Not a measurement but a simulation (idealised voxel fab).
Name of the process module below: voxel capacitor over wiring
For reference, the cross-section in this document is cut, with width 165 nm and square cells of 5 nm.
Cross-sections here: square-cell grids, written as top-down lists of bands, a band being one or more rows of cells. This entry defines a band. It first specifies the height of the band's top and the height of its bottom in nm, and then specifies the band's materials from left to right, stating each material with its width in nm. The word "edge to edge" identifies a single material that fills the band from edge to edge, while the word "empty" identifies empty space. Height datum 0, below which the as-received substrate wafer is one material. Lowest band open at the bottom, running downward: "0 -> down". It should be noted that a width expressed as "30->40" varies in equal increments from row to row of cells within the band, taking the value of the first number at the top row and that of the second number at the bottom row. Key: "nothing was modified" - step with no changed cell in the cross-section. Heads up: "Enclosed void listing" only lists the empty pockets with no open path to the top that are 8 cells or more, and it writes them as width x height at distance, distance from the left edge, in nm. Post-settings text on a step line: simulator's own remark regarding the step. When a step includes a mask, the "overlay nm" setting on its line states how far to the right of its planned place that mask lay, and negative values state how far to the left.
### This section lists the process steps that were planned
1 RECEIVE [material Si]
2 CONFORMAL_DEP [material SiO2] [thk nm 15]
3 DIRECTIONAL_DEP [material TiN] [thk nm 5]
4 DIRECTIONAL_DEP [material W] [thk nm 15]
5 DIRECTIONAL_DEP [material aC] [thk nm 10]
6 PATTERN [tone cover] [mask id METAL_1] [material resist] [width nm 30] [pitch nm 80] [thk nm 25] [overlay nm 0]
7 DIRECTIONAL_ETCH [etch materials aC] [depth nm 10]
8 STRIP [etch materials resist]
9 DIRECTIONAL_ETCH [etch materials W] [depth nm 15]
10 DIRECTIONAL_ETCH [etch materials TiN] [depth nm 5]
11 STRIP [etch materials aC]
12 CONFORMAL_DEP [material SiCN] [thk nm 5]
13 FILL_DEP [material lowk] [thk nm 5]
14 CMP [height nm 35]
15 CONFORMAL_DEP [material SiCN] [thk nm 5]
16 DIRECTIONAL_DEP [material SiO2] [thk nm 15]
17 MASKED_ETCH [tone open] [mask id PLUG_1] [width nm 15] [etch materials SiO2] [depth nm 15] [overlay nm 0]
18 MASKED_ETCH [tone open] [mask id PLUG_1] [width nm 15] [etch materials SiCN] [depth nm 5] [overlay nm 0]
19 EPI [material Ru] [thk nm 10]
20 EPI [material Ru] [thk nm 10]
21 DIRECTIONAL_DEP [material TiN] [thk nm 10]
22 DIRECTIONAL_DEP [material SiN] [thk nm 5]
23 DIRECTIONAL_DEP [material TiN] [thk nm 5]
24 PATTERN [tone cover] [mask id UPPER_PLATE] [material resist] [width nm 55] [thk nm 15] [overlay nm 0]
25 DIRECTIONAL_ETCH [etch materials TiN] [depth nm 5]
26 DIRECTIONAL_ETCH [etch materials SiN] [depth nm 5]
27 STRIP [etch materials resist]
28 MASKED_ETCH [tone cover] [mask id LOWER_PLATE] [width nm 65] [etch materials TiN] [depth nm 10] [overlay nm 0]
29 FILL_DEP [material SiO2] [thk nm 15]
30 CMP [height nm 85]
31 MASKED_ETCH [tone open] [mask id PLUG_2] [width nm 15] [etch materials SiO2] [depth nm 10] [overlay nm 0]
32 CONFORMAL_DEP [material TiN] [thk nm 5]
33 FILL_DEP [material Cu] [thk nm 5]
34 CMP [height nm 85]
35 CONFORMAL_DEP [material SiN] [thk nm 5]
### The following pertains to the first of two wafers, which was processed as planned
### Cross-section: wafer on arrival = after step 1
	0 -> down | Si edge to edge
	Enclosed void listing: none
### after step 2
	15 -> 0 | SiO2 edge to edge
	Anything lower than 0 is untouched.
### after step 3
	20 -> 15 | TiN edge to edge
	Anything lower than 15 is untouched.
### after step 4
	35 -> 20 | W edge to edge
	Anything lower than 20 is untouched.
### after step 5
	45 -> 35 | aC edge to edge
	Anything lower than 35 is untouched.
### after step 6
	70 -> 45 | empty 25 / resist 30 / empty 50 / resist 30 / empty 30
	Anything lower than 45 is untouched.
### after step 7
	60 -> 45 | empty 25 / resist 30 / empty 50 / resist 30 / empty 30
	45 -> 35 | empty 25 / aC 30 / empty 50 / aC 30 / empty 30
	Anything lower than 35 is untouched.
### after step 8
	45 -> 35 | empty 25 / aC 30 / empty 50 / aC 30 / empty 30
	Anything lower than 35 is untouched.
### after step 9
	45 -> 35 | empty 25 / aC 30 / empty 50 / aC 30 / empty 30
	35 -> 20 | empty 25 / W 30 / empty 50 / W 30 / empty 30
	Anything lower than 20 is untouched.
### after step 10
	45 -> 35 | empty 25 / aC 30 / empty 50 / aC 30 / empty 30
	35 -> 20 | empty 25 / W 30 / empty 50 / W 30 / empty 30
	20 -> 15 | empty 25 / TiN 30 / empty 50 / TiN 30 / empty 30
	Anything lower than 15 is untouched.
### after step 11
	35 -> 20 | empty 25 / W 30 / empty 50 / W 30 / empty 30
	Anything lower than 20 is untouched.
### after step 12
	40 -> 35 | empty 20 / SiCN 40 / empty 40 / SiCN 40 / empty 25
	35 -> 20 | empty 20 / SiCN 5 / W 30 / SiCN 5 / empty 40 / SiCN 5 / W 30 / SiCN 5 / empty 25
	20 -> 15 | SiCN 25 / TiN 30 / SiCN 50 / TiN 30 / SiCN 30
	Anything lower than 15 is untouched.
### after step 13
	45 -> 40 | lowk edge to edge
	40 -> 35 | lowk 20 / SiCN 40 / lowk 40 / SiCN 40 / lowk 25
	35 -> 20 | lowk 20 / SiCN 5 / W 30 / SiCN 5 / lowk 40 / SiCN 5 / W 30 / SiCN 5 / lowk 25
	Anything lower than 20 is untouched.
### after step 14
	35 -> 20 | lowk 20 / SiCN 5 / W 30 / SiCN 5 / lowk 40 / SiCN 5 / W 30 / SiCN 5 / lowk 25
	Anything lower than 20 is untouched.
### after step 15
	40 -> 35 | SiCN edge to edge
	Anything lower than 35 is untouched.
### after step 16
	55 -> 40 | SiO2 edge to edge
	Anything lower than 40 is untouched.
### after step 17
	55 -> 40 | SiO2 40 / empty 15 / SiO2 110
	Anything lower than 40 is untouched.
### after step 18
	55 -> 40 | SiO2 40 / empty 15 / SiO2 110
	40 -> 35 | SiCN 40 / empty 15 / SiCN 110
	Anything lower than 35 is untouched.
### after step 19
	55 -> 45 | SiO2 40 / empty 15 / SiO2 110
	45 -> 40 | SiO2 40 / Ru 15 / SiO2 110
	40 -> 35 | SiCN 40 / Ru 15 / SiCN 110
	Anything lower than 35 is untouched.
### after step 20
	55 -> 40 | SiO2 40 / Ru 15 / SiO2 110
	Anything lower than 40 is untouched.
### after step 21
	65 -> 55 | TiN edge to edge
	Anything lower than 55 is untouched.
### after step 22
	70 -> 65 | SiN edge to edge
	Anything lower than 65 is untouched.
### after step 23
	75 -> 70 | TiN edge to edge
	Anything lower than 70 is untouched.
### after step 24
	90 -> 75 | empty 40 / resist 55 / empty 70
	Anything lower than 75 is untouched.
### after step 25
	90 -> 75 | empty 40 / resist 55 / empty 70
	75 -> 70 | empty 40 / TiN 55 / empty 70
	Anything lower than 70 is untouched.
### after step 26
	90 -> 75 | empty 40 / resist 55 / empty 70
	75 -> 70 | empty 40 / TiN 55 / empty 70
	70 -> 65 | empty 40 / SiN 55 / empty 70
	Anything lower than 65 is untouched.
### after step 27
	75 -> 70 | empty 40 / TiN 55 / empty 70
	Anything lower than 70 is untouched.
### after step 28
	75 -> 70 | empty 40 / TiN 55 / empty 70
	70 -> 65 | empty 40 / SiN 55 / empty 70
	65 -> 55 | empty 35 / TiN 65 / empty 65
	Anything lower than 55 is untouched.
### after step 29
	90 -> 75 | SiO2 edge to edge
	75 -> 70 | SiO2 40 / TiN 55 / SiO2 70
	70 -> 65 | SiO2 40 / SiN 55 / SiO2 70
	65 -> 55 | SiO2 35 / TiN 65 / SiO2 65
	Anything lower than 55 is untouched.
### after step 30
	85 -> 75 | SiO2 edge to edge
	Anything lower than 75 is untouched.
### after step 31
	85 -> 75 | SiO2 50 / empty 15 / SiO2 100
	Anything lower than 75 is untouched.
### after step 32
	90 -> 85 | TiN 55 / empty 5 / TiN 105
	85 -> 80 | SiO2 50 / TiN 5 / empty 5 / TiN 5 / SiO2 100
	80 -> 70 | SiO2 50->40 / TiN 15->55 / SiO2 100->70
	Anything lower than 70 is untouched.
### after step 33
	95 -> 90 | Cu edge to edge
	90 -> 85 | TiN 55 / Cu 5 / TiN 105
	85 -> 80 | SiO2 50 / TiN 5 / Cu 5 / TiN 5 / SiO2 100
	Anything lower than 80 is untouched.
### after step 34
	85 -> 80 | SiO2 50 / TiN 5 / Cu 5 / TiN 5 / SiO2 100
	Anything lower than 80 is untouched.
### after step 35
	90 -> 85 | SiN edge to edge
	Anything lower than 85 is untouched.
### Wafer two: like wafer one in start and plan, but with one mistake in execution; identical up to and including step 2
Second wafer, sectioned view, at step 3's planned end time: nothing was modified
### Second wafer, sectioned view, at step 4's planned end time
	30 -> 15 | W edge to edge
	Anything lower than 15 is untouched.
### Second wafer, sectioned view, at step 5's planned end time
	40 -> 30 | aC edge to edge
	Anything lower than 30 is untouched.
### Second wafer, sectioned view, at step 6's planned end time
	65 -> 40 | empty 25 / resist 30 / empty 50 / resist 30 / empty 30
	Anything lower than 40 is untouched.
### Second wafer, sectioned view, at step 7's planned end time
	55 -> 40 | empty 25 / resist 30 / empty 50 / resist 30 / empty 30
	40 -> 30 | empty 25 / aC 30 / empty 50 / aC 30 / empty 30
	Anything lower than 30 is untouched.
### Second wafer, sectioned view, at step 8's planned end time
	40 -> 30 | empty 25 / aC 30 / empty 50 / aC 30 / empty 30
	Anything lower than 30 is untouched.
### Second wafer, sectioned view, at step 9's planned end time
	40 -> 30 | empty 25 / aC 30 / empty 50 / aC 30 / empty 30
	30 -> 15 | empty 25 / W 30 / empty 50 / W 30 / empty 30
	Anything lower than 15 is untouched.
Second wafer, sectioned view, at step 10's planned end time: nothing was modified
### Second wafer, sectioned view, at step 11's planned end time
	30 -> 15 | empty 25 / W 30 / empty 50 / W 30 / empty 30
	Anything lower than 15 is untouched.
### Second wafer, sectioned view, at step 12's planned end time
	35 -> 30 | empty 20 / SiCN 40 / empty 40 / SiCN 40 / empty 25
	30 -> 20 | empty 20 / SiCN 5 / W 30 / SiCN 5 / empty 40 / SiCN 5 / W 30 / SiCN 5 / empty 25
	20 -> 15 | SiCN 25 / W 30 / SiCN 50 / W 30 / SiCN 30
	Anything lower than 15 is untouched.
### Second wafer, sectioned view, at step 13's planned end time
	40 -> 35 | lowk edge to edge
	35 -> 30 | lowk 20 / SiCN 40 / lowk 40 / SiCN 40 / lowk 25
	30 -> 20 | lowk 20 / SiCN 5 / W 30 / SiCN 5 / lowk 40 / SiCN 5 / W 30 / SiCN 5 / lowk 25
	Anything lower than 20 is untouched.
### Second wafer, sectioned view, at step 14's planned end time
	35 -> 30 | lowk 20 / SiCN 40 / lowk 40 / SiCN 40 / lowk 25
	Anything lower than 30 is untouched.
### Second wafer, sectioned view, at step 15's planned end time
	40 -> 35 | SiCN edge to edge
	Anything lower than 35 is untouched.
### Second wafer, sectioned view, at step 16's planned end time
	55 -> 40 | SiO2 edge to edge
	Anything lower than 40 is untouched.
### Second wafer, sectioned view, at step 17's planned end time
	55 -> 40 | SiO2 40 / empty 15 / SiO2 110
	Anything lower than 40 is untouched.
### Second wafer, sectioned view, at step 18's planned end time
	55 -> 40 | SiO2 40 / empty 15 / SiO2 110
	40 -> 35 | SiCN 40 / empty 15 / SiCN 110
	Anything lower than 35 is untouched.
Second wafer, sectioned view, at step 19's planned end time: nothing was modified
Second wafer, sectioned view, at step 20's planned end time: nothing was modified
### Second wafer, sectioned view, at step 21's planned end time
	65 -> 55 | TiN 40 / empty 15 / TiN 110
	55 -> 45 | SiO2 40 / empty 15 / SiO2 110
	45 -> 40 | SiO2 40 / TiN 15 / SiO2 110
	40 -> 35 | SiCN 40 / TiN 15 / SiCN 110
	Anything lower than 35 is untouched.
### Second wafer, sectioned view, at step 22's planned end time
	70 -> 65 | SiN 40 / empty 15 / SiN 110
	65 -> 55 | TiN 40 / empty 15 / TiN 110
	55 -> 50 | SiO2 40 / empty 15 / SiO2 110
	50 -> 45 | SiO2 40 / SiN 15 / SiO2 110
	Anything lower than 45 is untouched.
### Second wafer, sectioned view, at step 23's planned end time
	75 -> 70 | TiN 40 / empty 15 / TiN 110
	70 -> 65 | SiN 40 / empty 15 / SiN 110
	65 -> 55 | TiN 40 / empty 15 / TiN 110
	55 -> 50 | SiO2 40 / TiN 15 / SiO2 110
	Anything lower than 50 is untouched.
### Second wafer, sectioned view, at step 24's planned end time
	90 -> 75 | empty 40 / resist 55 / empty 70
	75 -> 70 | TiN 40 / resist 15 / TiN 110
	70 -> 65 | SiN 40 / resist 15 / SiN 110
	65 -> 55 | TiN 40 / resist 15 / TiN 110
	Anything lower than 55 is untouched.
### Second wafer, sectioned view, at step 25's planned end time
	90 -> 75 | empty 40 / resist 55 / empty 70
	75 -> 70 | empty 40 / resist 15 / TiN 40 / empty 70
	Anything lower than 70 is untouched.
### Second wafer, sectioned view, at step 26's planned end time
	90 -> 75 | empty 40 / resist 55 / empty 70
	75 -> 70 | empty 40 / resist 15 / TiN 40 / empty 70
	70 -> 65 | empty 40 / resist 15 / SiN 40 / empty 70
	Anything lower than 65 is untouched.
### Second wafer, sectioned view, at step 27's planned end time
	75 -> 70 | empty 55 / TiN 40 / empty 70
	70 -> 65 | empty 55 / SiN 40 / empty 70
	65 -> 55 | TiN 40 / empty 15 / TiN 110
	Anything lower than 55 is untouched.
### Second wafer, sectioned view, at step 28's planned end time
	75 -> 70 | empty 55 / TiN 40 / empty 70
	70 -> 65 | empty 55 / SiN 40 / empty 70
	65 -> 55 | empty 35 / TiN 5 / empty 15 / TiN 45 / empty 65
	Anything lower than 55 is untouched.
### Second wafer, sectioned view, at step 29's planned end time
	90 -> 75 | SiO2 edge to edge
	75 -> 70 | SiO2 55 / TiN 40 / SiO2 70
	70 -> 65 | SiO2 55 / SiN 40 / SiO2 70
	65 -> 55 | SiO2 35 / TiN 5 / SiO2 15 / TiN 45 / SiO2 65
	Anything lower than 55 is untouched.
### Second wafer, sectioned view, at step 30's planned end time
	85 -> 75 | SiO2 edge to edge
	Anything lower than 75 is untouched.
### Second wafer, sectioned view, at step 31's planned end time
	85 -> 75 | SiO2 50 / empty 15 / SiO2 100
	Anything lower than 75 is untouched.
### Second wafer, sectioned view, at step 32's planned end time
	90 -> 85 | TiN 55 / empty 5 / TiN 105
	85 -> 80 | SiO2 50 / TiN 5 / empty 5 / TiN 5 / SiO2 100
	80 -> 70 | SiO2 50->55 / TiN 15->40 / SiO2 100->70
	Anything lower than 70 is untouched.
### Second wafer, sectioned view, at step 33's planned end time
	95 -> 90 | Cu edge to edge
	90 -> 85 | TiN 55 / Cu 5 / TiN 105
	85 -> 80 | SiO2 50 / TiN 5 / Cu 5 / TiN 5 / SiO2 100
	Anything lower than 80 is untouched.
### Second wafer, sectioned view, at step 34's planned end time
	85 -> 80 | SiO2 50 / TiN 5 / Cu 5 / TiN 5 / SiO2 100
	Anything lower than 80 is untouched.
### Second wafer, sectioned view, at step 35's planned end time
	90 -> 85 | SiN edge to edge
	Anything lower than 85 is untouched.
Plan not followed: it should be noted that step 3 of the plan was omitted and was not performed
Final difference in cells, second wafer against first, listed per material as more or fewer: -12 Ru, +12 SiCN, +12 SiO2, -12 TiN
